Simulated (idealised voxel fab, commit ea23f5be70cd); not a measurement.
Process module name: voxel tone inversion
We display cut, a cross-section 180 nm in width whose square cells are each 5 nm.
Cross-section = grid of square cells, listed top down in bands; band = one or more rows. In this notation a band is specified by the heights of its top and bottom, in that order and in nm, after which its materials appear from left to right, each paired with its width in nm. The word "full width" attached to a single material means that material fills the band from edge to edge; the word "air" stands for empty space. Below 0: as-received wafer, all one material; heights counted from there. Lowest band: no bottom, goes on down, written "0..down". The expression "30 to 40" gives the width at the extremes of the band, the first number at its top row of cells and the second at its bottom row, with the width changing by equal amounts from each row to the next in between. A step reported as "no alterations made" is a step in which no cell of the cross-section changed. "Trapped cavities": empty spaces of 8 cells or more with no open way to the top, each given as width x height at distance, distance from the left edge, all in nm. What comes after the settings on a step's line is commentary from the simulator itself on that step. overlay nm: on a step with a mask, how far right of its planned place the mask lay; negative means left.
The steps planned for the process are as follows
- 1: RECEIVE,material Si
- 2: CONFORMAL_DEP,material SiN,thk nm 5
- 3: DIRECTIONAL_DEP,material aC,thk nm 15
- 4: PATTERN,tone cover,mask id POSTS,material resist,width nm 15,pitch nm 40,thk nm 20,overlay nm 0
- 5: DIRECTIONAL_ETCH,etch materials aC,depth nm 15
- 6: STRIP,etch materials resist
- 7: FILL_DEP,material SiO2,thk nm 5
- 8: CMP,height nm 20
- 9: STRIP,etch materials aC
First wafer out of two, processed as planned
Cross-section of the incoming wafer, state after step 1
	0..down  Si full width
	Trapped cavities: none
Wafer xsec, post step 2
	5..0  SiN full width
	At heights below 0, the structure remains unaltered.
Wafer xsec, post step 3
	20..5  aC full width
	At heights below 5, the structure remains unaltered.
Wafer xsec, post step 4
	40..20  40 nm air  15 nm resist  25 nm air  15 nm resist  25 nm air  15 nm resist  45 nm air
	At heights below 20, the structure remains unaltered.
Wafer xsec, post step 5
	25..20  40 nm air  15 nm resist  25 nm air  15 nm resist  25 nm air  15 nm resist  45 nm air
	20..5  40 nm air  15 nm aC  25 nm air  15 nm aC  25 nm air  15 nm aC  45 nm air
	At heights below 5, the structure remains unaltered.
Wafer xsec, post step 6
	20..5  40 nm air  15 nm aC  25 nm air  15 nm aC  25 nm air  15 nm aC  45 nm air
	At heights below 5, the structure remains unaltered.
Wafer xsec, post step 7
	25..20  SiO2 full width
	20..5  40 nm SiO2  15 nm aC  25 nm SiO2  15 nm aC  25 nm SiO2  15 nm aC  45 nm SiO2
	At heights below 5, the structure remains unaltered.
Wafer xsec, post step 8
	20..5  40 nm SiO2  15 nm aC  25 nm SiO2  15 nm aC  25 nm SiO2  15 nm aC  45 nm SiO2
	At heights below 5, the structure remains unaltered.
Wafer xsec, post step 9
	20..5  40 nm SiO2  15 nm air  25 nm SiO2  15 nm air  25 nm SiO2  15 nm air  45 nm SiO2
	At heights below 5, the structure remains unaltered.
Okay, second wafer. Nothing different at the start, nothing different in the plan, just one mistake somewhere in the running. As far as step 8, counting that step, it's the first wafer all over again
Second wafer at the planned finish of step 9, seen in cross-section
	20..5  40 nm SiO2  15 nm air  25 nm SiO2  15 nm air  25 nm SiO2  15 nm air  45 nm SiO2
	At heights below 5, the structure remains unaltered.
Here's what went sideways: in the plan, step 9 was performed twice
Outcome: the two wafer cross-sections end up identical, and the model's computation is unaffected by the mistake.
